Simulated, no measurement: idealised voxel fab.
Process module, titled voxel capacitor over wiring
We display cut, a cross-section 150 nm in width whose square cells are each 5 nm.
Cross-section spec: square-cell grid; bands listed top down; each band is one or more rows. Quick guide to a band line: top height, bottom height (nm) up front; then every material left to right with its width in nm. Only one material and it's marked "full width"? Then it fills the band edge to edge. And "air" just means empty space. Below 0: as-received wafer, all one material; heights counted from there. Lowest band: no bottom, goes on down, written "top 0, no bottom". The width entry "30 to 40" should be interpreted row by row: the top row of cells in the band takes the first number, the bottom row takes the second number, and the change between adjacent rows is uniform throughout. You'll sometimes find "identical to before" written for a step, and that's the way of saying that nowhere in the cross-section did a cell change during that step. Closed empty spaces (no open way to the top) of 8 cells or more are what "Voids, fully enclosed" lists, each as width x height at distance from the left edge, nm for all three. It should be noted that, on the line of a given step, the content following the step's settings is a remark produced by the simulator itself with respect to that step. Each step line may optionally specify "overlay nm", which for a step with a mask gives the rightward distance between the mask's planned place and where it lay, a negative value indicating the leftward direction. Below you will find pairs of cross-sections. In each, one shows the wafer before one process step and the other after it, with the after view ending at the lowest band that changed. Under each pair is the step separating them, along with its settings. Do not assume the pairs form a chain: they can come from different runs of this module on the same starting wafer, and a pair continues from the pair above it only when its "Pre-step geometry" entry says so.
Pre-step geometry
  top 0, no bottom = Si full width
  Voids, fully enclosed: none
Resultant Cross-Section
  top 10, bottom 0 = SiO2 full width
  Lower than 0, everything is as it was.
  Voids, fully enclosed: none
The before and after cross-sections above are linked by op CONFORMAL_DEP | material SiO2 | thk nm 10
Pre-step geometry: as shown after the step in the preceding pair, directly above.
Resultant Cross-Section
  top 15, bottom 10 = TiN full width
  Lower than 10, everything is as it was.
  Voids, fully enclosed: none
The before and after cross-sections above are linked by op DIRECTIONAL_DEP | material TiN | thk nm 5
Pre-step geometry: as shown after the step in the preceding pair, directly above.
Resultant Cross-Section
  top 30, bottom 15 = W full width
  Lower than 15, everything is as it was.
  Voids, fully enclosed: none
The before and after cross-sections above are linked by op DIRECTIONAL_DEP | material W | thk nm 15
Pre-step geometry: as shown after the step in the preceding pair, directly above.
Resultant Cross-Section
  top 30, bottom 15 = 15 air | 30 W | 60 air | 30 W | 15 air
  Lower than 15, everything is as it was.
  Voids, fully enclosed: none
The before and after cross-sections above are linked by op MASKED_ETCH | tone cover | mask id METAL_1 | width nm 30 | pitch nm 90 | etch materials W | depth nm 15 | overlay nm 0
Pre-step geometry: as shown after the step in the preceding pair, directly above.
Resultant Cross-Section
  top 30, bottom 15 = 15 air | 30 W | 60 air | 30 W | 15 air
  top 15, bottom 10 = 15 air | 30 TiN | 60 air | 30 TiN | 15 air
  Lower than 10, everything is as it was.
  Voids, fully enclosed: none
The before and after cross-sections above are linked by op MASKED_ETCH | tone cover | mask id METAL_1 | width nm 30 | pitch nm 90 | etch materials TiN | depth nm 5 | overlay nm 0
Pre-step geometry: as shown after the step in the preceding pair, directly above.
Resultant Cross-Section
  top 35, bottom 30 = 10 air | 40 SiCN | 50 air | 40 SiCN | 10 air
  top 30, bottom 15 = 10 air | 5 SiCN | 30 W | 5 SiCN | 50 air | 5 SiCN | 30 W | 5 SiCN | 10 air
  top 15, bottom 10 = 15 SiCN | 30 TiN | 60 SiCN | 30 TiN | 15 SiCN
  Lower than 10, everything is as it was.
  Voids, fully enclosed: none
The before and after cross-sections above are linked by op CONFORMAL_DEP | material SiCN | thk nm 5
Pre-step geometry: as shown after the step in the preceding pair, directly above.
Resultant Cross-Section
  top 40, bottom 35 = lowk full width
  top 35, bottom 30 = 10 lowk | 40 SiCN | 50 lowk | 40 SiCN | 10 lowk
  top 30, bottom 15 = 10 lowk | 5 SiCN | 30 W | 5 SiCN | 50 lowk | 5 SiCN | 30 W | 5 SiCN | 10 lowk
  Lower than 15, everything is as it was.
  Voids, fully enclosed: none
The before and after cross-sections above are linked by op FILL_DEP | material lowk | thk nm 5
Pre-step geometry: as shown after the step in the preceding pair, directly above.
Resultant Cross-Section
  top 30, bottom 15 = 10 lowk | 5 SiCN | 30 W | 5 SiCN | 50 lowk | 5 SiCN | 30 W | 5 SiCN | 10 lowk
  Lower than 15, everything is as it was.
  Voids, fully enclosed: none
The before and after cross-sections above are linked by op CMP | height nm 30
Pre-step geometry: as shown after the step in the preceding pair, directly above.
Resultant Cross-Section
  top 35, bottom 30 = SiCN full width
  Lower than 30, everything is as it was.
  Voids, fully enclosed: none
The before and after cross-sections above are linked by op CONFORMAL_DEP | material SiCN | thk nm 5
Pre-step geometry: as shown after the step in the preceding pair, directly above.
Resultant Cross-Section
  top 50, bottom 35 = lowk full width
  Lower than 35, everything is as it was.
  Voids, fully enclosed: none
The before and after cross-sections above are linked by op DIRECTIONAL_DEP | material lowk | thk nm 15
Pre-step geometry: as shown after the step in the preceding pair, directly above.
Resultant Cross-Section
  top 50, bottom 35 = 30 lowk | 15 air | 105 lowk
  Lower than 35, everything is as it was.
  Voids, fully enclosed: none
The before and after cross-sections above are linked by op MASKED_ETCH | tone open | mask id PLUG_1 | width nm 15 | etch materials lowk | depth nm 15 | overlay nm 0
Pre-step geometry: as shown after the step in the preceding pair, directly above.
Resultant Cross-Section
  top 50, bottom 35 = 30 lowk | 15 air | 105 lowk
  top 35, bottom 30 = 30 SiCN | 15 air | 105 SiCN
  Lower than 30, everything is as it was.
  Voids, fully enclosed: none
The before and after cross-sections above are linked by op MASKED_ETCH | tone open | mask id PLUG_1 | width nm 15 | etch materials SiCN | depth nm 5 | overlay nm 0
Pre-step geometry: as shown after the step in the preceding pair, directly above.
Resultant Cross-Section
  top 50, bottom 40 = 30 lowk | 15 air | 105 lowk
  top 40, bottom 35 = 30 lowk | 15 Ru | 105 lowk
  top 35, bottom 30 = 30 SiCN | 15 Ru | 105 SiCN
  Lower than 30, everything is as it was.
  Voids, fully enclosed: none
The before and after cross-sections above are linked by op EPI | material Ru | thk nm 10
Pre-step geometry: as shown after the step in the preceding pair, directly above.
Resultant Cross-Section
  top 50, bottom 35 = 30 lowk | 15 Ru | 105 lowk
  Lower than 35, everything is as it was.
  Voids, fully enclosed: none
The before and after cross-sections above are linked by op EPI | material Ru | thk nm 10
Pre-step geometry: as shown after the step in the preceding pair, directly above.
Resultant Cross-Section
  top 60, bottom 50 = TiN full width
  Lower than 50, everything is as it was.
  Voids, fully enclosed: none
The before and after cross-sections above are linked by op DIRECTIONAL_DEP | material TiN | thk nm 10
Pre-step geometry: as shown after the step in the preceding pair, directly above.
Resultant Cross-Section
  top 65, bottom 60 = SiN full width
  Lower than 60, everything is as it was.
  Voids, fully enclosed: none
The before and after cross-sections above are linked by op DIRECTIONAL_DEP | material SiN | thk nm 5
Pre-step geometry: as shown after the step in the preceding pair, directly above.
Resultant Cross-Section
  top 75, bottom 65 = TiN full width
  Lower than 65, everything is as it was.
  Voids, fully enclosed: none
The before and after cross-sections above are linked by op DIRECTIONAL_DEP | material TiN | thk nm 10
Pre-step geometry: as shown after the step in the preceding pair, directly above.
Resultant Cross-Section
  top 90, bottom 75 = aC full width
  Lower than 75, everything is as it was.
  Voids, fully enclosed: none
The before and after cross-sections above are linked by op DIRECTIONAL_DEP | material aC | thk nm 15
Pre-step geometry: as shown after the step in the preceding pair, directly above.
Resultant Cross-Section
  top 125, bottom 90 = 30 air | 65 resist | 55 air
  Lower than 90, everything is as it was.
  Voids, fully enclosed: none
The before and after cross-sections above are linked by op PATTERN | tone cover | mask id UPPER_PLATE | material resist | width nm 65 | thk nm 35 | overlay nm 0
Pre-step geometry: as shown after the step in the preceding pair, directly above.
Resultant Cross-Section
  top 110, bottom 90 = 30 air | 65 resist | 55 air
  top 90, bottom 75 = 30 air | 65 aC | 55 air
  Lower than 75, everything is as it was.
  Voids, fully enclosed: none
The before and after cross-sections above are linked by op DIRECTIONAL_ETCH | etch materials aC | depth nm 15
Pre-step geometry: as shown after the step in the preceding pair, directly above.
Resultant Cross-Section
  top 90, bottom 75 = 30 air | 65 aC | 55 air
  Lower than 75, everything is as it was.
  Voids, fully enclosed: none
The before and after cross-sections above are linked by op STRIP | etch materials resist
Pre-step geometry: as shown after the step in the preceding pair, directly above.
Resultant Cross-Section
  top 90, bottom 75 = 30 air | 65 aC | 55 air
  top 75, bottom 65 = 30 air | 65 TiN | 55 air
  Lower than 65, everything is as it was.
  Voids, fully enclosed: none
The before and after cross-sections above are linked by op DIRECTIONAL_ETCH | etch materials TiN | depth nm 10
Pre-step geometry: as shown after the step in the preceding pair, directly above.
Resultant Cross-Section
  top 90, bottom 75 = 30 air | 65 aC | 55 air
  top 75, bottom 65 = 30 air | 65 TiN | 55 air
  top 65, bottom 60 = 30 air | 65 SiN | 55 air
  Lower than 60, everything is as it was.
  Voids, fully enclosed: none
The before and after cross-sections above are linked by op DIRECTIONAL_ETCH | etch materials SiN | depth nm 5
Pre-step geometry: as shown after the step in the preceding pair, directly above.
Resultant Cross-Section
  top 75, bottom 65 = 30 air | 65 TiN | 55 air
  Lower than 65, everything is as it was.
  Voids, fully enclosed: none
The before and after cross-sections above are linked by op STRIP | etch materials aC
Pre-step geometry: as shown after the step in the preceding pair, directly above.
Resultant Cross-Section
  top 90, bottom 75 = 30 air | 65 aC | 55 air
  top 75, bottom 65 = 30 aC | 65 TiN | 55 aC
  top 65, bottom 60 = 30 aC | 65 SiN | 55 aC
  Lower than 60, everything is as it was.
  Voids, fully enclosed: none
The before and after cross-sections above are linked by op DIRECTIONAL_DEP | material aC | thk nm 15
Pre-step geometry: as shown after the step in the preceding pair, directly above.
Resultant Cross-Section
  top 125, bottom 90 = 25 air | 75 resist | 50 air
  top 90, bottom 75 = 25 air | 5 resist | 65 aC | 5 resist | 50 air
  Lower than 75, everything is as it was.
  Voids, fully enclosed: none
The before and after cross-sections above are linked by op PATTERN | tone cover | mask id LOWER_PLATE | material resist | width nm 75 | thk nm 35 | overlay nm 0
Pre-step geometry: as shown after the step in the preceding pair, directly above.
Resultant Cross-Section
  top 110, bottom 90 = 25 air | 75 resist | 50 air
  top 90, bottom 75 = 25 air | 5 resist | 65 aC | 5 resist | 50 air
  top 75, bottom 65 = 25 air | 5 aC | 65 TiN | 5 aC | 50 air
  top 65, bottom 60 = 25 air | 5 aC | 65 SiN | 5 aC | 50 air
  Lower than 60, everything is as it was.
  Voids, fully enclosed: none
The before and after cross-sections above are linked by op DIRECTIONAL_ETCH | etch materials aC | depth nm 15
Pre-step geometry: as shown after the step in the preceding pair, directly above.
Resultant Cross-Section
  top 90, bottom 75 = 30 air | 65 aC | 55 air
  Lower than 75, everything is as it was.
  Voids, fully enclosed: none
The before and after cross-sections above are linked by op STRIP | etch materials resist
Pre-step geometry: as shown after the step in the preceding pair, directly above.
Resultant Cross-Section
  top 90, bottom 75 = 30 air | 65 aC | 55 air
  top 75, bottom 65 = 25 air | 5 aC | 65 TiN | 5 aC | 50 air
  top 65, bottom 60 = 25 air | 5 aC | 65 SiN | 5 aC | 50 air
  top 60, bottom 50 = 25 air | 75 TiN | 50 air
  Lower than 50, everything is as it was.
  Voids, fully enclosed: none
The before and after cross-sections above are linked by op DIRECTIONAL_ETCH | etch materials TiN | depth nm 10
Pre-step geometry: as shown after the step in the preceding pair, directly above.
Resultant Cross-Section
  top 75, bottom 65 = 30 air | 65 TiN | 55 air
  top 65, bottom 60 = 30 air | 65 SiN | 55 air
  Lower than 60, everything is as it was.
  Voids, fully enclosed: none
The before and after cross-sections above are linked by op STRIP | etch materials aC
Pre-step geometry: as shown after the step in the preceding pair, directly above.
Resultant Cross-Section
  top 90, bottom 75 = SiO2 full width
  top 75, bottom 65 = 30 SiO2 | 65 TiN | 55 SiO2
  top 65, bottom 60 = 30 SiO2 | 65 SiN | 55 SiO2
  top 60, bottom 50 = 25 SiO2 | 75 TiN | 50 SiO2
  Lower than 50, everything is as it was.
  Voids, fully enclosed: none
The before and after cross-sections above are linked by op FILL_DEP | material SiO2 | thk nm 15
Pre-step geometry: as shown after the step in the preceding pair, directly above.
Resultant Cross-Section
  top 85, bottom 75 = SiO2 full width
  Lower than 75, everything is as it was.
  Voids, fully enclosed: none
The before and after cross-sections above are linked by op CMP | height nm 85
Pre-step geometry: as shown after the step in the preceding pair, directly above.
Resultant Cross-Section
  top 105, bottom 85 = 40 resist | 15 air | 95 resist
  Lower than 85, everything is as it was.
  Voids, fully enclosed: none
The before and after cross-sections above are linked by op PATTERN | tone open | mask id PLUG_2 | material resist | width nm 15 | thk nm 20 | overlay nm 0
Pre-step geometry: as shown after the step in the preceding pair, directly above.
Resultant Cross-Section
  top 105, bottom 85 = 40 resist | 15 air | 95 resist
  top 85, bottom 75 = 40 SiO2 | 15 air | 95 SiO2
  Lower than 75, everything is as it was.
  Voids, fully enclosed: none
The before and after cross-sections above are linked by op DIRECTIONAL_ETCH | etch materials SiO2 | depth nm 10
Pre-step geometry: as shown after the step in the preceding pair, directly above.
Resultant Cross-Section
  top 85, bottom 75 = 40 SiO2 | 15 air | 95 SiO2
  Lower than 75, everything is as it was.
  Voids, fully enclosed: none
The before and after cross-sections above are linked by op STRIP | etch materials resist
Pre-step geometry: as shown after the step in the preceding pair, directly above.
Resultant Cross-Section
  top 90, bottom 85 = 45 TiN | 5 air | 100 TiN
  top 85, bottom 80 = 40 SiO2 | 5 TiN | 5 air | 5 TiN | 95 SiO2
  top 80, bottom 75 = 40 SiO2 | 15 TiN | 95 SiO2
  Lower than 75, everything is as it was.
  Voids, fully enclosed: none
The before and after cross-sections above are linked by op CONFORMAL_DEP | material TiN | thk nm 5
Pre-step geometry: as shown after the step in the preceding pair, directly above.
Resultant Cross-Section
  top 100, bottom 90 = Cu full width
  top 90, bottom 85 = 45 TiN | 5 Cu | 100 TiN
  top 85, bottom 80 = 40 SiO2 | 5 TiN | 5 Cu | 5 TiN | 95 SiO2
  Lower than 80, everything is as it was.
  Voids, fully enclosed: none
The before and after cross-sections above are linked by op FILL_DEP | material Cu | thk nm 10
Pre-step geometry: as shown after the step in the preceding pair, directly above.
Resultant Cross-Section
  top 85, bottom 80 = 40 SiO2 | 5 TiN | 5 Cu | 5 TiN | 95 SiO2
  Lower than 80, everything is as it was.
  Voids, fully enclosed: none
The before and after cross-sections above are linked by op CMP | height nm 85
Pre-step geometry: as shown after the step in the preceding pair, directly above.
Resultant Cross-Section
  top 90, bottom 85 = SiCN full width
  Lower than 85, everything is as it was.
  Voids, fully enclosed: none
The before and after cross-sections above are linked by op CONFORMAL_DEP | material SiCN | thk nm 5
Pre-step geometry
  top 0, no bottom = Si full width
  Voids, fully enclosed: none
Resultant Cross-Section
  top 5, bottom 0 = TiN full width
  Lower than 0, everything is as it was.
  Voids, fully enclosed: none
The before and after cross-sections above are linked by op DIRECTIONAL_DEP | material TiN | thk nm 5
Pre-step geometry: as shown after the step in the preceding pair, directly above.
Resultant Cross-Section
  top 20, bottom 5 = W full width
  Lower than 5, everything is as it was.
  Voids, fully enclosed: none
The before and after cross-sections above are linked by op DIRECTIONAL_DEP | material W | thk nm 15
Pre-step geometry: as shown after the step in the preceding pair, directly above.
Resultant Cross-Section
  top 20, bottom 5 = 15 air | 30 W | 60 air | 30 W | 15 air
  Lower than 5, everything is as it was.
  Voids, fully enclosed: none
The before and after cross-sections above are linked by op MASKED_ETCH | tone cover | mask id METAL_1 | width nm 30 | pitch nm 90 | etch materials W | depth nm 15 | overlay nm 0
Pre-step geometry: as shown after the step in the preceding pair, directly above.
Resultant Cross-Section
  top 20, bottom 5 = 15 air | 30 W | 60 air | 30 W | 15 air
  top 5, bottom 0 = 15 air | 30 TiN | 60 air | 30 TiN | 15 air
  Lower than 0, everything is as it was.
  Voids, fully enclosed: none
The before and after cross-sections above are linked by op MASKED_ETCH | tone cover | mask id METAL_1 | width nm 30 | pitch nm 90 | etch materials TiN | depth nm 5 | overlay nm 0
Pre-step geometry: as shown after the step in the preceding pair, directly above.
Resultant Cross-Section
  top 25, bottom 20 = 10 air | 40 SiCN | 50 air | 40 SiCN | 10 air
  top 20, bottom 5 = 10 air | 5 SiCN | 30 W | 5 SiCN | 50 air | 5 SiCN | 30 W | 5 SiCN | 10 air
  top 5, bottom 0 = 15 SiCN | 30 TiN | 60 SiCN | 30 TiN | 15 SiCN
  Lower than 0, everything is as it was.
  Voids, fully enclosed: none
The before and after cross-sections above are linked by op CONFORMAL_DEP | material SiCN | thk nm 5
Pre-step geometry: as shown after the step in the preceding pair, directly above.
Resultant Cross-Section
  top 30, bottom 25 = lowk full width
  top 25, bottom 20 = 10 lowk | 40 SiCN | 50 lowk | 40 SiCN | 10 lowk
  top 20, bottom 5 = 10 lowk | 5 SiCN | 30 W | 5 SiCN | 50 lowk | 5 SiCN | 30 W | 5 SiCN | 10 lowk
  Lower than 5, everything is as it was.
  Voids, fully enclosed: none
The before and after cross-sections above are linked by op FILL_DEP | material lowk | thk nm 5
Pre-step geometry: as shown after the step in the preceding pair, directly above.
Resultant Cross-Section
  top 35, bottom 30 = SiCN full width
  Lower than 30, everything is as it was.
  Voids, fully enclosed: none
The before and after cross-sections above are linked by op CONFORMAL_DEP | material SiCN | thk nm 5
Pre-step geometry: as shown after the step in the preceding pair, directly above.
Resultant Cross-Section
  top 50, bottom 35 = lowk full width
  Lower than 35, everything is as it was.
  Voids, fully enclosed: none
The before and after cross-sections above are linked by op DIRECTIONAL_DEP | material lowk | thk nm 15
Pre-step geometry: as shown after the step in the preceding pair, directly above.
Resultant Cross-Section
  top 50, bottom 35 = 30 lowk | 15 air | 105 lowk
  Lower than 35, everything is as it was.
  Voids, fully enclosed: none
The before and after cross-sections above are linked by op MASKED_ETCH | tone open | mask id PLUG_1 | width nm 15 | etch materials lowk | depth nm 15 | overlay nm 0
Pre-step geometry: as shown after the step in the preceding pair, directly above.
Resultant Cross-Section
  top 50, bottom 35 = 30 lowk | 15 air | 105 lowk
  top 35, bottom 30 = 30 SiCN | 15 air | 105 SiCN
  Lower than 30, everything is as it was.
  Voids, fully enclosed: none
The before and after cross-sections above are linked by op MASKED_ETCH | tone open | mask id PLUG_1 | width nm 15 | etch materials SiCN | depth nm 5 | overlay nm 0
Pre-step geometry: as shown after the step in the preceding pair, directly above.
Resultant Cross-Section
  top 60, bottom 50 = 30 TiN | 15 air | 105 TiN
  top 50, bottom 40 = 30 lowk | 15 air | 105 lowk
  top 40, bottom 35 = 30 lowk | 15 TiN | 105 lowk
  top 35, bottom 30 = 30 SiCN | 15 TiN | 105 SiCN
  Lower than 30, everything is as it was.
  Voids, fully enclosed: none
The before and after cross-sections above are linked by op DIRECTIONAL_DEP | material TiN | thk nm 10
Pre-step geometry: as shown after the step in the preceding pair, directly above.
Resultant Cross-Section
  top 65, bottom 60 = 30 SiN | 15 air | 105 SiN
  top 60, bottom 50 = 30 TiN | 15 air | 105 TiN
  top 50, bottom 45 = 30 lowk | 15 air | 105 lowk
  top 45, bottom 40 = 30 lowk | 15 SiN | 105 lowk
  Lower than 40, everything is as it was.
  Voids, fully enclosed: none
The before and after cross-sections above are linked by op DIRECTIONAL_DEP | material SiN | thk nm 5
Pre-step geometry: as shown after the step in the preceding pair, directly above.
Resultant Cross-Section
  top 75, bottom 65 = 30 TiN | 15 air | 105 TiN
  top 65, bottom 60 = 30 SiN | 15 air | 105 SiN
  top 60, bottom 55 = 30 TiN | 15 air | 105 TiN
  top 55, bottom 50 = TiN full width
  top 50, bottom 45 = 30 lowk | 15 TiN | 105 lowk
  Lower than 45, everything is as it was.
  Voids, fully enclosed: none
The before and after cross-sections above are linked by op DIRECTIONAL_DEP | material TiN | thk nm 10
Pre-step geometry: as shown after the step in the preceding pair, directly above.
Resultant Cross-Section
  top 90, bottom 75 = 30 aC | 15 air | 105 aC
  top 75, bottom 70 = 30 TiN | 15 air | 105 TiN
  top 70, bottom 65 = 30 TiN | 15 aC | 105 TiN
  top 65, bottom 60 = 30 SiN | 15 aC | 105 SiN
  top 60, bottom 55 = 30 TiN | 15 aC | 105 TiN
  Lower than 55, everything is as it was.
  Voids, fully enclosed: none
The before and after cross-sections above are linked by op DIRECTIONAL_DEP | material aC | thk nm 15
Pre-step geometry: as shown after the step in the preceding pair, directly above.
Resultant Cross-Section
  top 125, bottom 90 = 30 air | 65 resist | 55 air
  top 90, bottom 75 = 30 aC | 15 resist | 105 aC
  top 75, bottom 70 = 30 TiN | 15 resist | 105 TiN
  Lower than 70, everything is as it was.
  Voids, fully enclosed: none
The before and after cross-sections above are linked by op PATTERN | tone cover | mask id UPPER_PLATE | material resist | width nm 65 | thk nm 35 | overlay nm 0
Pre-step geometry: as shown after the step in the preceding pair, directly above.
Resultant Cross-Section
  top 110, bottom 90 = 30 air | 65 resist | 55 air
  top 90, bottom 75 = 30 air | 15 resist | 50 aC | 55 air
  Lower than 75, everything is as it was.
  Voids, fully enclosed: none
The before and after cross-sections above are linked by op DIRECTIONAL_ETCH | etch materials aC | depth nm 15
Pre-step geometry: as shown after the step in the preceding pair, directly above.
Resultant Cross-Section
  top 90, bottom 75 = 45 air | 50 aC | 55 air
  top 75, bottom 70 = 30 TiN | 15 air | 105 TiN
  Lower than 70, everything is as it was.
  Voids, fully enclosed: none
The before and after cross-sections above are linked by op STRIP | etch materials resist
Pre-step geometry: as shown after the step in the preceding pair, directly above.
Resultant Cross-Section
  top 90, bottom 75 = 45 air | 50 aC | 55 air
  top 75, bottom 70 = 45 air | 50 TiN | 55 air
  top 70, bottom 65 = 30 air | 15 aC | 50 TiN | 55 air
  Lower than 65, everything is as it was.
  Voids, fully enclosed: none
The before and after cross-sections above are linked by op DIRECTIONAL_ETCH | etch materials TiN | depth nm 10
Pre-step geometry: as shown after the step in the preceding pair, directly above.
Resultant Cross-Section
  top 90, bottom 75 = 45 air | 50 aC | 55 air
  top 75, bottom 70 = 45 air | 50 TiN | 55 air
  top 70, bottom 65 = 30 air | 15 aC | 50 TiN | 55 air
  top 65, bottom 60 = 30 air | 15 aC | 50 SiN | 55 air
  Lower than 60, everything is as it was.
  Voids, fully enclosed: none
The before and after cross-sections above are linked by op DIRECTIONAL_ETCH | etch materials SiN | depth nm 5
Pre-step geometry: as shown after the step in the preceding pair, directly above.
Resultant Cross-Section
  top 75, bottom 65 = 45 air | 50 TiN | 55 air
  top 65, bottom 60 = 45 air | 50 SiN | 55 air
  top 60, bottom 55 = 30 TiN | 15 air | 105 TiN
  Lower than 55, everything is as it was.
  Voids, fully enclosed: none
The before and after cross-sections above are linked by op STRIP | etch materials aC
Pre-step geometry: as shown after the step in the preceding pair, directly above.
Resultant Cross-Section
  top 90, bottom 75 = 45 air | 50 aC | 55 air
  top 75, bottom 70 = 30 aC | 15 air | 50 TiN | 55 aC
  top 70, bottom 65 = 45 aC | 50 TiN | 55 aC
  top 65, bottom 60 = 45 aC | 50 SiN | 55 aC
  top 60, bottom 55 = 30 TiN | 15 aC | 105 TiN
  Lower than 55, everything is as it was.
  Voids, fully enclosed: none
The before and after cross-sections above are linked by op DIRECTIONAL_DEP | material aC | thk nm 15
Pre-step geometry: as shown after the step in the preceding pair, directly above.
Resultant Cross-Section
  top 125, bottom 90 = 25 air | 75 resist | 50 air
  top 90, bottom 75 = 25 air | 20 resist | 50 aC | 5 resist | 50 air
  top 75, bottom 70 = 30 aC | 15 resist | 50 TiN | 55 aC
  Lower than 70, everything is as it was.
  Voids, fully enclosed: none
The before and after cross-sections above are linked by op PATTERN | tone cover | mask id LOWER_PLATE | material resist | width nm 75 | thk nm 35 | overlay nm 0
Pre-step geometry: as shown after the step in the preceding pair, directly above.
Resultant Cross-Section
  top 110, bottom 90 = 25 air | 75 resist | 50 air
  top 90, bottom 75 = 25 air | 20 resist | 50 aC | 5 resist | 50 air
  top 75, bottom 70 = 25 air | 5 aC | 15 resist | 50 TiN | 5 aC | 50 air
  top 70, bottom 65 = 25 air | 20 aC | 50 TiN | 5 aC | 50 air
  top 65, bottom 60 = 25 air | 20 aC | 50 SiN | 5 aC | 50 air
  Lower than 60, everything is as it was.
  Voids, fully enclosed: none
The before and after cross-sections above are linked by op DIRECTIONAL_ETCH | etch materials aC | depth nm 15
Pre-step geometry: as shown after the step in the preceding pair, directly above.
Resultant Cross-Section
  top 90, bottom 75 = 45 air | 50 aC | 55 air
  top 75, bottom 70 = 25 air | 5 aC | 15 air | 50 TiN | 5 aC | 50 air
  Lower than 70, everything is as it was.
  Voids, fully enclosed: none
The before and after cross-sections above are linked by op STRIP | etch materials resist
Pre-step geometry: as shown after the step in the preceding pair, directly above.
Resultant Cross-Section
  top 90, bottom 75 = 45 air | 50 aC | 55 air
  top 75, bottom 70 = 25 air | 5 aC | 15 air | 50 TiN | 5 aC | 50 air
  top 70, bottom 65 = 25 air | 20 aC | 50 TiN | 5 aC | 50 air
  top 65, bottom 60 = 25 air | 20 aC | 50 SiN | 5 aC | 50 air
  top 60, bottom 55 = 25 air | 5 TiN | 15 aC | 55 TiN | 50 air
  top 55, bottom 50 = 25 air | 75 TiN | 50 air
  Lower than 50, everything is as it was.
  Voids, fully enclosed: none
The before and after cross-sections above are linked by op DIRECTIONAL_ETCH | etch materials TiN | depth nm 10
Pre-step geometry: as shown after the step in the preceding pair, directly above.
Resultant Cross-Section
  top 75, bottom 65 = 45 air | 50 TiN | 55 air
  top 65, bottom 60 = 45 air | 50 SiN | 55 air
  top 60, bottom 55 = 25 air | 5 TiN | 15 air | 55 TiN | 50 air
  Lower than 55, everything is as it was.
  Voids, fully enclosed: none
The before and after cross-sections above are linked by op STRIP | etch materials aC
Pre-step geometry: as shown after the step in the preceding pair, directly above.
Resultant Cross-Section
  top 90, bottom 75 = SiO2 full width
  top 75, bottom 65 = 45 SiO2 | 50 TiN | 55 SiO2
  top 65, bottom 60 = 45 SiO2 | 50 SiN | 55 SiO2
  top 60, bottom 55 = 25 SiO2 | 5 TiN | 15 SiO2 | 55 TiN | 50 SiO2
  top 55, bottom 50 = 25 SiO2 | 75 TiN | 50 SiO2
  Lower than 50, everything is as it was.
  Voids, fully enclosed: none
The before and after cross-sections above are linked by op FILL_DEP | material SiO2 | thk nm 15
Pre-step geometry: as shown after the step in the preceding pair, directly above.
Resultant Cross-Section
  top 85, bottom 75 = SiO2 full width
  Lower than 75, everything is as it was.
  Voids, fully enclosed: none
The before and after cross-sections above are linked by op CMP | height nm 85
Pre-step geometry: as shown after the step in the preceding pair, directly above.
Resultant Cross-Section
  top 105, bottom 85 = 40 resist | 15 air | 95 resist
  Lower than 85, everything is as it was.
  Voids, fully enclosed: none
The before and after cross-sections above are linked by op PATTERN | tone open | mask id PLUG_2 | material resist | width nm 15 | thk nm 20 | overlay nm 0
Pre-step geometry: as shown after the step in the preceding pair, directly above.
Resultant Cross-Section
  top 105, bottom 85 = 40 resist | 15 air | 95 resist
  top 85, bottom 75 = 40 SiO2 | 15 air | 95 SiO2
  Lower than 75, everything is as it was.
  Voids, fully enclosed: none
The before and after cross-sections above are linked by op DIRECTIONAL_ETCH | etch materials SiO2 | depth nm 10
Pre-step geometry: as shown after the step in the preceding pair, directly above.
Resultant Cross-Section
  top 85, bottom 75 = 40 SiO2 | 15 air | 95 SiO2
  Lower than 75, everything is as it was.
  Voids, fully enclosed: none
The before and after cross-sections above are linked by op STRIP | etch materials resist
Pre-step geometry: as shown after the step in the preceding pair, directly above.
Resultant Cross-Section
  top 90, bottom 85 = 45 TiN | 5 air | 100 TiN
  top 85, bottom 80 = 40 SiO2 | 5 TiN | 5 air | 5 TiN | 95 SiO2
  top 80, bottom 75 = 40 SiO2 | 15 TiN | 95 SiO2
  Lower than 75, everything is as it was.
  Voids, fully enclosed: none
The before and after cross-sections above are linked by op CONFORMAL_DEP | material TiN | thk nm 5
Pre-step geometry: as shown after the step in the preceding pair, directly above.
Resultant Cross-Section
  top 100, bottom 90 = Cu full width
  top 90, bottom 85 = 45 TiN | 5 Cu | 100 TiN
  top 85, bottom 80 = 40 SiO2 | 5 TiN | 5 Cu | 5 TiN | 95 SiO2
  Lower than 80, everything is as it was.
  Voids, fully enclosed: none
The before and after cross-sections above are linked by op FILL_DEP | material Cu | thk nm 10
Pre-step geometry: as shown after the step in the preceding pair, directly above.
Resultant Cross-Section
  top 85, bottom 80 = 40 SiO2 | 5 TiN | 5 Cu | 5 TiN | 95 SiO2
  Lower than 80, everything is as it was.
  Voids, fully enclosed: none
The before and after cross-sections above are linked by op CMP | height nm 85
Pre-step geometry: as shown after the step in the preceding pair, directly above.
Resultant Cross-Section
  top 90, bottom 85 = SiCN full width
  Lower than 85, everything is as it was.
  Voids, fully enclosed: none
The before and after cross-sections above are linked by op CONFORMAL_DEP | material SiCN | thk nm 5
Pre-step geometry
  top 50, bottom 35 = 30 lowk | 15 Ru | 105 lowk
  top 35, bottom 30 = 30 SiCN | 15 Ru | 105 SiCN
  top 30, bottom 15 = 10 lowk | 5 SiCN | 30 W | 5 SiCN | 50 lowk | 5 SiCN | 30 W | 5 SiCN | 10 lowk
  top 15, bottom 10 = 15 SiCN | 30 TiN | 60 SiCN | 30 TiN | 15 SiCN
  top 10, bottom 0 = SiO2 full width
  top 0, no bottom = Si full width
  Voids, fully enclosed: none
Resultant Cross-Section
  top 60, bottom 50 = 20 air | 35 Ru | 95 air
  Lower than 50, everything is as it was.
  Voids, fully enclosed: none
The before and after cross-sections above are linked by op EPI | material Ru | thk nm 10
Pre-step geometry: as shown after the step in the preceding pair, directly above.
Resultant Cross-Section
  top 70, bottom 60 = 20 air | 35 TiN | 95 air
  top 60, bottom 50 = 20 TiN | 35 Ru | 95 TiN
  Lower than 50, everything is as it was.
  Voids, fully enclosed: none
The before and after cross-sections above are linked by op DIRECTIONAL_DEP | material TiN | thk nm 10
Pre-step geometry: as shown after the step in the preceding pair, directly above.
Resultant Cross-Section
  top 75, bottom 70 = 20 air | 35 SiN | 95 air
  top 70, bottom 65 = 20 air | 35 TiN | 95 air
  top 65, bottom 60 = 20 SiN | 35 TiN | 95 SiN
  Lower than 60, everything is as it was.
  Voids, fully enclosed: none
The before and after cross-sections above are linked by op DIRECTIONAL_DEP | material SiN | thk nm 5
Pre-step geometry: as shown after the step in the preceding pair, directly above.
Resultant Cross-Section
  top 85, bottom 75 = 20 air | 35 TiN | 95 air
  top 75, bottom 70 = 20 TiN | 35 SiN | 95 TiN
  top 70, bottom 65 = TiN full width
  Lower than 65, everything is as it was.
  Voids, fully enclosed: none
The before and after cross-sections above are linked by op DIRECTIONAL_DEP | material TiN | thk nm 10
